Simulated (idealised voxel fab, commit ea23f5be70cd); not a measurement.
process module | voxel wiring stack
cross-section cut | 195 nm wide | cells 5 nm
A cross-section is a grid of square cells, given in bands from the top down. A band is one or more rows of cells.
Each band's line starts with the height of the band's top and of its bottom, in nm. Then come its materials from left to right, each with its width in nm. One material with "throughout" fills the band from edge to edge. "air" is empty space.
Height 0 is the level under which the wafer as received is all one material. The lowest band goes on downwards, as in "0 down".
A width such as "30 to 40" changes by the same amount from each row of cells to the next, from the band's top row to its bottom row.
"no change" after a step means that no cell of the cross-section changed.
closed voids: empty space of 8 cells or more with no open way to the top, each as width x height at its distance from the left edge, in nm
after a step's settings: what the simulator itself notes on the step
overlay nm, on a step with a mask: how far to the right of its planned place the mask lay; to the left if negative
Each pair below shows a cross-section before one step and the cross-section after it, down to the lowest band that changed. The line under each pair gives the step between them, with its settings. The pairs can come from different runs of this module on the same starting wafer, so a pair continues from the pair above only where its "before" says so.
before
  125 to 100: resist 40 | air 15 | resist 75 | air 15 | resist 50
  100 to 90: aC throughout
  90 to 80: SiO2 throughout
  80 to 75: SiCN throughout
  75 to 60: SiO2 40 | TiN 5 | Cu 15 | TiN 5 | SiO2 20 | TiN 5 | Cu 15 | TiN 5 | SiO2 20 | TiN 5 | Cu 15 | TiN 5 | SiO2 40
  60 to 55: SiO2 40 | TiN 5 | Cu 5 | TiN 15 | SiO2 20 | TiN 5 | Cu 5 | TiN 15 | SiO2 20 | TiN 5 | Cu 5 | TiN 15 | SiO2 40
  55 to 40: SiO2 40 | TiN 5 | Cu 5 | TiN 5 | SiO2 30 | TiN 5 | Cu 5 | TiN 5 | SiO2 30 | TiN 5 | Cu 5 | TiN 5 | SiO2 50
  40 to 35: SiCN 40 | TiN 15 | SiCN 30 | TiN 15 | SiCN 30 | TiN 15 | SiCN 50
  35 to 15: W throughout
  15 to 10: SiCN throughout
  10 to 0: SiO2 throughout
  0 down: Si throughout
  closed voids: none
after
  115 to 100: resist 40 | air 15 | resist 75 | air 15 | resist 50
  100 to 90: aC 40 | air 15 | aC 75 | air 15 | aC 50
  below 90: unchanged
  closed voids: none
the step between: op DIRECTIONAL_ETCH | etch materials aC | depth nm 10
before: the cross-section after the pair above
after
  100 to 90: aC 40 | air 15 | aC 75 | air 15 | aC 50
  below 90: unchanged
  closed voids: none
the step between: op STRIP | etch materials resist
before: the cross-section after the pair above
after
  100 to 90: aC 40 | air 15 | aC 75 | air 15 | aC 50
  90 to 80: SiO2 40 | air 15 | SiO2 75 | air 15 | SiO2 50
  below 80: unchanged
  closed voids: none
the step between: op DIRECTIONAL_ETCH | etch materials SiO2 | depth nm 10
before: the cross-section after the pair above
after
  100 to 90: aC 40 | air 15 | aC 75 | air 15 | aC 50
  90 to 80: SiO2 40 | air 15 | SiO2 75 | air 15 | SiO2 50
  80 to 75: SiCN 40 | air 15 | SiCN 75 | air 15 | SiCN 50
  below 75: unchanged
  closed voids: none
the step between: op DIRECTIONAL_ETCH | etch materials SiCN | depth nm 5
before: the cross-section after the pair above
after
  90 to 80: SiO2 40 | air 15 | SiO2 75 | air 15 | SiO2 50
  below 80: unchanged
  closed voids: none
the step between: op STRIP | etch materials aC
before: the cross-section after the pair above
after
  95 to 90: TiN 45 | air 5 | TiN 85 | air 5 | TiN 55
  90 to 80: SiO2 40 | TiN 5 | air 5 | TiN 5 | SiO2 75 | TiN 5 | air 5 | TiN 5 | SiO2 50
  80 to 75: SiCN 40 | TiN 15 | SiCN 75 | TiN 15 | SiCN 50
  below 75: unchanged
  closed voids: none
the step between: op CONFORMAL_DEP | material TiN | thk nm 5
before: the cross-section after the pair above
after
  100 to 95: Cu throughout
  95 to 90: TiN 45 | Cu 5 | TiN 85 | Cu 5 | TiN 55
  90 to 80: SiO2 40 | TiN 5 | Cu 5 | TiN 5 | SiO2 75 | TiN 5 | Cu 5 | TiN 5 | SiO2 50
  below 80: unchanged
  closed voids: none
the step between: op FILL_DEP | material Cu | thk nm 5
before: the cross-section after the pair above
after
  90 to 80: SiO2 40 | TiN 5 | Cu 5 | TiN 5 | SiO2 75 | TiN 5 | Cu 5 | TiN 5 | SiO2 50
  below 80: unchanged
  closed voids: none
the step between: op CMP | height nm 90
before: the cross-section after the pair above
after
  95 to 90: TiN throughout
  below 90: unchanged
  closed voids: none
the step between: op DIRECTIONAL_DEP | material TiN | thk nm 5
before: the cross-section after the pair above
after
  115 to 95: W throughout
  below 95: unchanged
  closed voids: none
the step between: op DIRECTIONAL_DEP | material W | thk nm 20
before: the cross-section after the pair above
after
  115 to 95: air 40 | W 25 | air 20 | W 25 | air 20 | W 25 | air 40
  below 95: unchanged
  closed voids: none
the step between: op MASKED_ETCH | tone cover | mask id METAL_3 | width nm 25 | pitch nm 45 | etch materials W | depth nm 20 | overlay nm 0
before: the cross-section after the pair above
after
  115 to 95: air 40 | W 25 | air 20 | W 25 | air 20 | W 25 | air 40
  95 to 90: air 40 | TiN 25 | air 20 | TiN 25 | air 20 | TiN 25 | air 40
  below 90: unchanged
  closed voids: none
the step between: op MASKED_ETCH | tone cover | mask id METAL_3 | width nm 25 | pitch nm 45 | etch materials TiN | depth nm 5 | overlay nm 0
before: the cross-section after the pair above
after
  120 to 115: air 35 | SiCN 35 | air 10 | SiCN 35 | air 10 | SiCN 35 | air 35
  115 to 95: air 35 | SiCN 5 | W 25 | SiCN 5 | air 10 | SiCN 5 | W 25 | SiCN 5 | air 10 | SiCN 5 | W 25 | SiCN 5 | air 35
  95 to 90: SiCN 40 | TiN 25 | SiCN 20 | TiN 25 | SiCN 20 | TiN 25 | SiCN 40
  below 90: unchanged
  closed voids: none
the step between: op CONFORMAL_DEP | material SiCN | thk nm 5
before: the cross-section after the pair above
after
  130 to 120: SiO2 throughout
  120 to 115: SiO2 35 | SiCN 35 | SiO2 10 | SiCN 35 | SiO2 10 | SiCN 35 | SiO2 35
  115 to 95: SiO2 35 | SiCN 5 | W 25 | SiCN 5 | SiO2 10 | SiCN 5 | W 25 | SiCN 5 | SiO2 10 | SiCN 5 | W 25 | SiCN 5 | SiO2 35
  below 95: unchanged
  closed voids: none
the step between: op FILL_DEP | material SiO2 | thk nm 10
before: the cross-section after the pair above
after
  115 to 95: SiO2 35 | SiCN 5 | W 25 | SiCN 5 | SiO2 10 | SiCN 5 | W 25 | SiCN 5 | SiO2 10 | SiCN 5 | W 25 | SiCN 5 | SiO2 35
  below 95: unchanged
  closed voids: none
the step between: op CMP | height nm 115
before: the cross-section after the pair above
after
  120 to 115: SiN throughout
  below 115: unchanged
  closed voids: none
the step between: op CONFORMAL_DEP | material SiN | thk nm 5
before
  35 to 15: lowk throughout
  15 to 10: SiCN throughout
  10 to 0: SiO2 throughout
  0 down: Si throughout
  closed voids: none
after
  35 to 15: air 40 | lowk 25 | air 20 | lowk 25 | air 20 | lowk 25 | air 40
  below 15: unchanged
  closed voids: none
the step between: op MASKED_ETCH | tone cover | mask id METAL_1 | width nm 25 | pitch nm 45 | etch materials lowk | depth nm 20 | overlay nm 0
before: the cross-section after the pair above
after
  40 to 35: air 35 | TiN 35 | air 10 | TiN 35 | air 10 | TiN 35 | air 35
  35 to 20: air 35 | TiN 5 | lowk 25 | TiN 5 | air 10 | TiN 5 | lowk 25 | TiN 5 | air 10 | TiN 5 | lowk 25 | TiN 5 | air 35
  20 to 15: TiN 40 | lowk 25 | TiN 20 | lowk 25 | TiN 20 | lowk 25 | TiN 40
  below 15: unchanged
  closed voids: none
the step between: op CONFORMAL_DEP | material TiN | thk nm 5
before: the cross-section after the pair above
after
  45 to 40: Ru throughout
  40 to 35: Ru 35 | TiN 35 | Ru 10 | TiN 35 | Ru 10 | TiN 35 | Ru 35
  35 to 20: Ru 35 | TiN 5 | lowk 25 | TiN 5 | Ru 10 | TiN 5 | lowk 25 | TiN 5 | Ru 10 | TiN 5 | lowk 25 | TiN 5 | Ru 35
  below 20: unchanged
  closed voids: none
the step between: op FILL_DEP | material Ru | thk nm 5
before: the cross-section after the pair above
after
  35 to 20: Ru 35 | TiN 5 | lowk 25 | TiN 5 | Ru 10 | TiN 5 | lowk 25 | TiN 5 | Ru 10 | TiN 5 | lowk 25 | TiN 5 | Ru 35
  below 20: unchanged
  closed voids: none
the step between: op CMP | height nm 35
before: the cross-section after the pair above
after
  40 to 35: SiCN throughout
  below 35: unchanged
  closed voids: none
the step between: op CONFORMAL_DEP | material SiCN | thk nm 5
before: the cross-section after the pair above
after
  75 to 40: SiO2 throughout
  below 40: unchanged
  closed voids: none
the step between: op DIRECTIONAL_DEP | material SiO2 | thk nm 35
before: the cross-section after the pair above
after
  75 to 40: SiO2 40 | air 15 | SiO2 30 | air 15 | SiO2 30 | air 15 | SiO2 50
  below 40: unchanged
  closed voids: none
the step between: op MASKED_ETCH | tone open | mask id METAL_2_HOLES | width nm 15 | pitch nm 45 | etch materials SiO2 | depth nm 35 | overlay nm 0
before: the cross-section after the pair above
after
  90 to 75: aC 40 | air 15 | aC 30 | air 15 | aC 30 | air 15 | aC 50
  75 to 55: SiO2 40 | air 15 | SiO2 30 | air 15 | SiO2 30 | air 15 | SiO2 50
  55 to 40: SiO2 40 | aC 15 | SiO2 30 | aC 15 | SiO2 30 | aC 15 | SiO2 50
  below 40: unchanged
  closed voids: none
the step between: op DIRECTIONAL_DEP | material aC | thk nm 15
before: the cross-section after the pair above
after
  120 to 90: resist 40 | air 25 | resist 20 | air 25 | resist 20 | air 25 | resist 40
  below 90: unchanged
  closed voids: none
the step between: op PATTERN | tone open | mask id METAL_2 | material resist | width nm 25 | pitch nm 45 | thk nm 30 | overlay nm 0
before: the cross-section after the pair above
after
  105 to 90: resist 40 | air 25 | resist 20 | air 25 | resist 20 | air 25 | resist 40
  90 to 75: aC 40 | air 25 | aC 20 | air 25 | aC 20 | air 25 | aC 40
  75 to 40: SiO2 40 | air 15 | SiO2 30 | air 15 | SiO2 30 | air 15 | SiO2 50
  below 40: unchanged
  closed voids: none
the step between: op DIRECTIONAL_ETCH | etch materials aC | depth nm 15
before: the cross-section after the pair above
after
  90 to 75: aC 40 | air 25 | aC 20 | air 25 | aC 20 | air 25 | aC 40
  below 75: unchanged
  closed voids: none
the step between: op STRIP | etch materials resist
before: the cross-section after the pair above
after
  90 to 75: aC 40 | air 25 | aC 20 | air 25 | aC 20 | air 25 | aC 40
  75 to 55: SiO2 40 | air 25 | SiO2 20 | air 25 | SiO2 20 | air 25 | SiO2 40
  below 55: unchanged
  closed voids: none
the step between: op DIRECTIONAL_ETCH | etch materials SiO2 | depth nm 20
before: the cross-section after the pair above
after
  90 to 75: aC 40 | air 25 | aC 20 | air 25 | aC 20 | air 25 | aC 40
  75 to 55: SiO2 40 | air 25 | SiO2 20 | air 25 | SiO2 20 | air 25 | SiO2 40
  55 to 40: SiO2 40 | air 15 | SiO2 30 | air 15 | SiO2 30 | air 15 | SiO2 50
  40 to 35: SiCN 40 | air 15 | SiCN 30 | air 15 | SiCN 30 | air 15 | SiCN 50
  below 35: unchanged
  closed voids: none
the step between: op DIRECTIONAL_ETCH | etch materials SiCN | depth nm 5
before: the cross-section after the pair above
after
  75 to 55: SiO2 40 | air 25 | SiO2 20 | air 25 | SiO2 20 | air 25 | SiO2 40
  below 55: unchanged
  closed voids: none
the step between: op STRIP | etch materials aC
before: the cross-section after the pair above
after
  80 to 75: TiN 45 | air 15 | TiN 30 | air 15 | TiN 30 | air 15 | TiN 45
  75 to 60: SiO2 40 | TiN 5 | air 15 | TiN 5 | SiO2 20 | TiN 5 | air 15 | TiN 5 | SiO2 20 | TiN 5 | air 15 | TiN 5 | SiO2 40
  60 to 55: SiO2 40 | TiN 5 | air 5 | TiN 15 | SiO2 20 | TiN 5 | air 5 | TiN 15 | SiO2 20 | TiN 5 | air 5 | TiN 15 | SiO2 40
  55 to 40: SiO2 40 | TiN 5 | air 5 | TiN 5 | SiO2 30 | TiN 5 | air 5 | TiN 5 | SiO2 30 | TiN 5 | air 5 | TiN 5 | SiO2 50
  40 to 35: SiCN 40 | TiN 15 | SiCN 30 | TiN 15 | SiCN 30 | TiN 15 | SiCN 50
  below 35: unchanged
  closed voids: none
the step between: op CONFORMAL_DEP | material TiN | thk nm 5
before: the cross-section after the pair above
after
  85 to 80: Cu throughout
  80 to 75: TiN 45 | Cu 15 | TiN 30 | Cu 15 | TiN 30 | Cu 15 | TiN 45
  75 to 60: SiO2 40 | TiN 5 | Cu 15 | TiN 5 | SiO2 20 | TiN 5 | Cu 15 | TiN 5 | SiO2 20 | TiN 5 | Cu 15 | TiN 5 | SiO2 40
  60 to 55: SiO2 40 | TiN 5 | Cu 5 | TiN 15 | SiO2 20 | TiN 5 | Cu 5 | TiN 15 | SiO2 20 | TiN 5 | Cu 5 | TiN 15 | SiO2 40
  55 to 40: SiO2 40 | TiN 5 | Cu 5 | TiN 5 | SiO2 30 | TiN 5 | Cu 5 | TiN 5 | SiO2 30 | TiN 5 | Cu 5 | TiN 5 | SiO2 50
  below 40: unchanged
  closed voids: none
the step between: op FILL_DEP | material Cu | thk nm 5
before: the cross-section after the pair above
after
  75 to 60: SiO2 40 | TiN 5 | Cu 15 | TiN 5 | SiO2 20 | TiN 5 | Cu 15 | TiN 5 | SiO2 20 | TiN 5 | Cu 15 | TiN 5 | SiO2 40
  below 60: unchanged
  closed voids: none
the step between: op CMP | height nm 75
before: the cross-section after the pair above
after
  80 to 75: SiCN throughout
  below 75: unchanged
  closed voids: none
the step between: op CONFORMAL_DEP | material SiCN | thk nm 5
before: the cross-section after the pair above
after
  90 to 80: SiO2 throughout
  below 80: unchanged
  closed voids: none
the step between: op DIRECTIONAL_DEP | material SiO2 | thk nm 10
before: the cross-section after the pair above
after
  100 to 90: aC throughout
  below 90: unchanged
  closed voids: none
the step between: op DIRECTIONAL_DEP | material aC | thk nm 10
before: the cross-section after the pair above
after
  125 to 100: resist 40 | air 15 | resist 75 | air 15 | resist 50
  below 100: unchanged
  closed voids: none
the step between: op PATTERN | tone open | mask id PLUG_2 | material resist | width nm 15 | pitch nm 90 | thk nm 25 | overlay nm 0
before: the cross-section after the pair above
after
  115 to 100: resist 40 | air 15 | resist 75 | air 15 | resist 50
  100 to 90: aC 40 | air 15 | aC 75 | air 15 | aC 50
  below 90: unchanged
  closed voids: none
the step between: op DIRECTIONAL_ETCH | etch materials aC | depth nm 10
before: the cross-section after the pair above
after
  100 to 90: aC 40 | air 15 | aC 75 | air 15 | aC 50
  below 90: unchanged
  closed voids: none
the step between: op STRIP | etch materials resist
before: the cross-section after the pair above
after
  100 to 90: aC 40 | air 15 | aC 75 | air 15 | aC 50
  90 to 80: SiO2 40 | air 15 | SiO2 75 | air 15 | SiO2 50
  below 80: unchanged
  closed voids: none
the step between: op DIRECTIONAL_ETCH | etch materials SiO2 | depth nm 10
before: the cross-section after the pair above
after
  100 to 90: aC 40 | air 15 | aC 75 | air 15 | aC 50
  90 to 80: SiO2 40 | air 15 | SiO2 75 | air 15 | SiO2 50
  80 to 75: SiCN 40 | air 15 | SiCN 75 | air 15 | SiCN 50
  below 75: unchanged
  closed voids: none
the step between: op DIRECTIONAL_ETCH | etch materials SiCN | depth nm 5
before: the cross-section after the pair above
after
  90 to 80: SiO2 40 | air 15 | SiO2 75 | air 15 | SiO2 50
  below 80: unchanged
  closed voids: none
the step between: op STRIP | etch materials aC
before: the cross-section after the pair above
after
  95 to 90: TiN 45 | air 5 | TiN 85 | air 5 | TiN 55
  90 to 80: SiO2 40 | TiN 5 | air 5 | TiN 5 | SiO2 75 | TiN 5 | air 5 | TiN 5 | SiO2 50
  80 to 75: SiCN 40 | TiN 15 | SiCN 75 | TiN 15 | SiCN 50
  below 75: unchanged
  closed voids: none
the step between: op CONFORMAL_DEP | material TiN | thk nm 5
before: the cross-section after the pair above
after
  100 to 95: Cu throughout
  95 to 90: TiN 45 | Cu 5 | TiN 85 | Cu 5 | TiN 55
  90 to 80: SiO2 40 | TiN 5 | Cu 5 | TiN 5 | SiO2 75 | TiN 5 | Cu 5 | TiN 5 | SiO2 50
  below 80: unchanged
  closed voids: none
the step between: op FILL_DEP | material Cu | thk nm 5
before: the cross-section after the pair above
after
  90 to 80: SiO2 40 | TiN 5 | Cu 5 | TiN 5 | SiO2 75 | TiN 5 | Cu 5 | TiN 5 | SiO2 50
  below 80: unchanged
  closed voids: none
the step between: op CMP | height nm 90
before: the cross-section after the pair above
after
  95 to 90: TiN throughout
  below 90: unchanged
  closed voids: none
the step between: op DIRECTIONAL_DEP | material TiN | thk nm 5
before: the cross-section after the pair above
after
  115 to 95: W throughout
  below 95: unchanged
  closed voids: none
the step between: op DIRECTIONAL_DEP | material W | thk nm 20
before: the cross-section after the pair above
after
  115 to 95: air 40 | W 25 | air 20 | W 25 | air 20 | W 25 | air 40
  below 95: unchanged
  closed voids: none
the step between: op MASKED_ETCH | tone cover | mask id METAL_3 | width nm 25 | pitch nm 45 | etch materials W | depth nm 20 | overlay nm 0
before: the cross-section after the pair above
after
  115 to 95: air 40 | W 25 | air 20 | W 25 | air 20 | W 25 | air 40
  95 to 90: air 40 | TiN 25 | air 20 | TiN 25 | air 20 | TiN 25 | air 40
  below 90: unchanged
  closed voids: none
the step between: op MASKED_ETCH | tone cover | mask id METAL_3 | width nm 25 | pitch nm 45 | etch materials TiN | depth nm 5 | overlay nm 0
before: the cross-section after the pair above
after
  120 to 115: air 35 | SiCN 35 | air 10 | SiCN 35 | air 10 | SiCN 35 | air 35
  115 to 95: air 35 | SiCN 5 | W 25 | SiCN 5 | air 10 | SiCN 5 | W 25 | SiCN 5 | air 10 | SiCN 5 | W 25 | SiCN 5 | air 35
  95 to 90: SiCN 40 | TiN 25 | SiCN 20 | TiN 25 | SiCN 20 | TiN 25 | SiCN 40
  below 90: unchanged
  closed voids: none
the step between: op CONFORMAL_DEP | material SiCN | thk nm 5
before: the cross-section after the pair above
after
  130 to 120: SiO2 throughout
  120 to 115: SiO2 35 | SiCN 35 | SiO2 10 | SiCN 35 | SiO2 10 | SiCN 35 | SiO2 35
  115 to 95: SiO2 35 | SiCN 5 | W 25 | SiCN 5 | SiO2 10 | SiCN 5 | W 25 | SiCN 5 | SiO2 10 | SiCN 5 | W 25 | SiCN 5 | SiO2 35
  below 95: unchanged
  closed voids: none
the step between: op FILL_DEP | material SiO2 | thk nm 10
before: the cross-section after the pair above
after
  115 to 95: SiO2 35 | SiCN 5 | W 25 | SiCN 5 | SiO2 10 | SiCN 5 | W 25 | SiCN 5 | SiO2 10 | SiCN 5 | W 25 | SiCN 5 | SiO2 35
  below 95: unchanged
  closed voids: none
the step between: op CMP | height nm 115
before: the cross-section after the pair above
after
  120 to 115: SiN throughout
  below 115: unchanged
  closed voids: none
the step between: op CONFORMAL_DEP | material SiN | thk nm 5
